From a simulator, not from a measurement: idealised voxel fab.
Herein follows the process module entitled voxel plated lines.
Pictured: cross-section cut, 240 nm wide, on a grid of 5 nm square cells.
A cross-section in this document is a grid of square cells, and it is written down as bands, the top band listed before the ones below it; a band is made up of one or more rows of cells. Top, bottom (nm), then materials left to right with widths (nm); lone material tagged "throughout" fills the whole band edge to edge; "blank" = empty space. Heights from 0 (as-received wafer is one material below). Bottom band endless downward, as "0 nm and below". Read "30 to 40" as a graded width: first number on top, second number at the bottom, same change between each pair of neighbouring rows. You'll sometimes find "nothing altered" written for a step, and that's the way of saying that nowhere in the cross-section did a cell change during that step. The entry "Closed internal voids" lists the empty spaces that cover at least 8 cells and have no open path to the top. Each is written as width x height at distance, where the distance is measured from the left edge and all three values are in nm. Formally, on a step line, whatever follows the settings is a remark that the simulator itself makes on the step. You can add "overlay nm" to a step's line. For a step with a mask, it describes how far the mask lay to the right of its planned position, and a negative number describes a lay to the left.
LIST OF PLANNED PROCESS STEPS
- 1: RECEIVE [material Si]
- 2: CONFORMAL_DEP [material SiO2] [thk nm 5]
- 3: DIRECTIONAL_DEP [material TiN] [thk nm 5]
- 4: PATTERN [tone open] [mask id LINES] [material resist] [width nm 20] [pitch nm 50] [thk nm 15] [overlay nm 0]
- 5: EPI [material Ru] [thk nm 5]
- 6: STRIP [etch materials resist]
- 7: DIRECTIONAL_ETCH [etch materials TiN] [depth nm 5]
- 8: CONFORMAL_DEP [material SiN] [thk nm 5]
CROSS-SECTION OF THE WAFER AS IT CAME TO US, I.E., ALREADY THROUGH STEP 1
    0 nm and below: Si throughout
    Closed internal voids: none
THE FIRST OF TWO WAFERS, CROSS-SECTIONED AT THE END OF THE MODULE, WITH THE RUN PROCEEDING AS PLANNED
    20 nm to 15 nm: blank 30 nm; SiN 30 nm; blank 20 nm; SiN 30 nm; blank 20 nm; SiN 30 nm; blank 20 nm; SiN 30 nm; blank 30 nm
    15 nm to 10 nm: blank 30 nm; SiN 5 nm; Ru 20 nm; SiN 5 nm; blank 20 nm; SiN 5 nm; Ru 20 nm; SiN 5 nm; blank 20 nm; SiN 5 nm; Ru 20 nm; SiN 5 nm; blank 20 nm; SiN 5 nm; Ru 20 nm; SiN 5 nm; blank 30 nm
    10 nm to 5 nm: SiN 35 nm; TiN 20 nm; SiN 30 nm; TiN 20 nm; SiN 30 nm; TiN 20 nm; SiN 30 nm; TiN 20 nm; SiN 35 nm
    5 nm to 0 nm: SiO2 throughout
    0 nm and below: Si throughout
    Closed internal voids: none
END-OF-MODULE CROSS-SECTION OF THE SECOND WAFER: IDENTICAL STARTING POINT AND PROCESS PLAN TO THE FIRST, WITH ONE PROCESSING MISTAKE
    15 nm to 10 nm: SiN throughout
    10 nm to 5 nm: SiO2 throughout
    5 nm to 0 nm: TiN throughout
    0 nm and below: Si throughout
    Closed internal voids: none
Processing error: contrary to the plan, steps 2 and 3 were processed in exchanged order
Final wafer comparison in cells, second versus first, more or fewer per material: Ru: 16 fewer, SiN: 16 fewer, TiN: 32 more
